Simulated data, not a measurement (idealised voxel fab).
The name of this process module is voxel gate over fins.
This is section cut - it's 190 nm across, gridded in 5 nm square cells.
Think of the cross-section as a grid of square cells. We describe it in bands, top to bottom, and each band covers one or more rows of those cells.
First you get the band's top height and its bottom height, in nm, and then the materials it's made of, left to right, with each width in nm. If you see a single material with "throughout", that one covers the band edge to edge. "blank" is empty space.
Heads up on the height convention: 0 is the point under which the incoming wafer is all one material, and the lowest band has no bottom, it just keeps going down, like "z 0 and below".
Note: "30..40" means the width goes from the first number (top row of the band) to the second number (bottom row) in equal steps per row of cells.
Step note "no change occurred" = no cross-section cell changed.
You'll see "Closed internal cavities" listing empty spaces that have no way open to the top, as long as they're 8 cells or more; the notation is width x height at distance, where the distance is from the left edge, and all of it is in nm.
Step line, after settings: the simulator's comment on this step.
The optional step-line setting "overlay nm" applies to steps with a mask and quantifies how far to the right of its planned location the mask lay, a negative value indicating leftward placement.

[Steps in the process plan]
1,RECEIVE (material Si)
2,CONFORMAL_DEP (material SiN; thk nm 10)
3,PATTERN (tone cover; mask id FINS; material resist; width nm 15; pitch nm 50; thk nm 20; overlay nm 0)
4,DIRECTIONAL_ETCH (etch materials SiN; depth nm 10)
5,DIRECTIONAL_ETCH (etch materials Si; depth nm 30)
6,STRIP (etch materials resist)
7,FILL_DEP (material SiO2; thk nm 5)
8,CMP (height nm 10)
9,PATTERN (tone open; mask id RAIL; material resist; width nm 15; thk nm 15; overlay nm 0)
10,DIRECTIONAL_ETCH (etch materials SiO2; depth nm 35)
11,STRIP (etch materials resist)
12,CONFORMAL_DEP (material TiN; thk nm 5)
13,FILL_DEP (material Ru; thk nm 5)
14,CMP (height nm 10)
15,SELECTIVE_ETCH (etch materials W Ru TiN; depth nm 25)
16,FILL_DEP (material SiO2; thk nm 5)
17,CMP (height nm 10)
18,SELECTIVE_ETCH (etch materials SiO2; depth nm 20)
19,STRIP (etch materials SiN)
20,CONFORMAL_DEP (material HfO2; thk nm 5)
21,CONFORMAL_DEP (material TiN; thk nm 5)
22,FILL_DEP (material W; thk nm 10)
23,CMP (height nm 15)
24,CONFORMAL_DEP (material SiCN; thk nm 10)
Same starting wafers, different width nm at step 3. Plan value belongs to the first wafer.

[As-received cross-section, first of several wafers, post step 1]
z 0 and below = Si throughout
Closed internal cavities: none

[The rows of the table below are wafers. Looking at the end of the module, a row counts, for every material, the cells the wafer has gained, shown as (+), or lost, shown as (-), since it was received; its closed voids come next]
width nm 15, +46 HfO2, +1 Ru, -192 Si, +76 SiCN, +122 SiO2, +51 TiN, +86 W, Closed internal cavities: none
width nm 20, +46 HfO2, +1 Ru, -180 Si, +76 SiCN, +114 SiO2, +51 TiN, +82 W, Closed internal cavities: none
width nm 25, +46 HfO2, +1 Ru, -168 Si, +76 SiCN, +106 SiO2, +51 TiN, +78 W, Closed internal cavities: none
width nm 30, +46 HfO2, +1 Ru, -156 Si, +76 SiCN, +98 SiO2, +51 TiN, +74 W, Closed internal cavities: none
